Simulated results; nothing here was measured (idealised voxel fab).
Process module in this document: voxel self aligned contacts
Cross-section cut: width 195 nm, square cells of 5 nm.
Square cells in a grid make up a cross-section in this document, and the grid is given as bands, listed from the top down, each one or more rows of cells.
For a band, the entry starts with two heights in nm, that of the top and then that of the bottom, and carries on with the band's materials in order from left to right, each alongside its width in nm; the word "full width" beside a single material means it fills the band edge to edge, and "air" means empty space.
For the purposes of this specification, 0 denotes the height below which the wafer in its as-received condition is composed wholly of one material, and the lowermost band, lacking a lower limit, extends downward without end, as expressed in "from 0 down".
Per-row width for "30->40": begins at first number (top row of band), ends at second number (bottom row), increment between rows held constant.
Key: "nothing changed" - step with no changed cell in the cross-section.
"Sealed internal voids" contains a list of empty spaces, each no smaller than 8 cells and without an open way to the top, written in the form width x height at distance with the distance from the left edge and all three in nm.
Text after the settings on a step's line: the simulator's own remark on that step.
The optional step-line setting "overlay nm" applies to steps with a mask and quantifies how far to the right of its planned location the mask lay, a negative value indicating leftward placement.
### Process steps foreseen in the plan
1 RECEIVE, material Si
2 OXIDIZE, depth nm 5
3 DIRECTIONAL_DEP, material polySi, thk nm 20
4 DIRECTIONAL_DEP, material SiN, thk nm 20
5 DIRECTIONAL_DEP, material aC, thk nm 15
6 PATTERN, tone cover, mask id GATE, material resist, width nm 25, pitch nm 65, thk nm 30, overlay nm 0
7 DIRECTIONAL_ETCH, etch materials aC, depth nm 15
8 STRIP, etch materials resist
9 DIRECTIONAL_ETCH, etch materials SiN, depth nm 20
10 DIRECTIONAL_ETCH, etch materials polySi, depth nm 20
11 STRIP, etch materials aC
12 CONFORMAL_DEP, material SiN, thk nm 10
13 DIRECTIONAL_ETCH, etch materials SiN, depth nm 10
14 FILL_DEP, material SiO2, thk nm 20
15 CMP, height nm 50
16 PATTERN, tone open, mask id CONTACT, material resist, width nm 50, pitch nm 65, thk nm 20, overlay nm 0
17 DIRECTIONAL_ETCH, etch materials SiO2, depth nm 55
18 STRIP, etch materials resist
19 CONFORMAL_DEP, material TiN, thk nm 5
20 FILL_DEP, material Ru, thk nm 5
21 CMP, height nm 50
22 CONFORMAL_DEP, material SiCN, thk nm 5
### As-received wafer cross-section (after step 1)
	from 0 down = Si full width
	Sealed internal voids: none
### Post-module cross-section of the first of two wafers (run per plan)
	from 55 to 50 = SiCN full width
	from 50 to 40 = SiO2=40, TiN=5->20, Ru=40->10, TiN=5->20, SiO2=15, TiN=5->20, Ru=40->10, TiN=5->20, SiO2=40
	from 40 to 20 = SiO2=10, SiN=45, TiN=5, Ru=10, TiN=5, SiN=45, TiN=5, Ru=10, TiN=5, SiN=45, SiO2=10
	from 20 to 0 = SiO2=10, SiN=10, polySi=25, SiN=10, TiN=5, Ru=10, TiN=5, SiN=10, polySi=25, SiN=10, TiN=5, Ru=10, TiN=5, SiN=10, polySi=25, SiN=10, SiO2=10
	from 0 to -5 = SiO2=55, TiN=20, SiO2=45, TiN=20, SiO2=55
	from -5 down = Si full width
	Sealed internal voids: none
### Presented here is a cross-section of the second of the two wafers as it stood at the end of the module. It was started in the same manner and assigned the same plan as the first wafer; however, one mistake was made in its execution
	from 55 to 50 = SiCN full width
	from 50 to 40 = SiO2=40, TiN=5->20, Ru=40->10, TiN=5->20, SiO2=15, TiN=5->20, Ru=40->10, TiN=5->20, SiO2=40
	from 40 to 20 = SiO2=10, SiN=45, TiN=5, Ru=10, TiN=5, SiN=45, TiN=5, Ru=10, TiN=5, SiN=45, SiO2=10
	from 20 to 15 = SiO2=10, SiN=10, polySi=25, SiN=10, TiN=5, Ru=10, TiN=5, SiN=10, polySi=25, SiN=10, TiN=5, Ru=10, TiN=5, SiN=10, polySi=25, SiN=10, SiO2=10
	from 15 to 10 = SiO2=10, SiN=10, polySi=25, SiN=10, TiN=20, SiN=10, polySi=25, SiN=10, TiN=20, SiN=10, polySi=25, SiN=10, SiO2=10
	from 10 to 0 = SiN=20, polySi=25, SiN=40, polySi=25, SiN=40, polySi=25, SiN=20
	from 0 to -5 = SiO2 full width
	from -5 down = Si full width
	Sealed internal voids: none
What was done differently from what was planned? a sequencing error occurred in which plan steps 12 and 13 were transposed
Heads up, by the end the second wafer has more or fewer cells of some materials compared to the first: -12 Ru, +24 SiN, -12 TiN
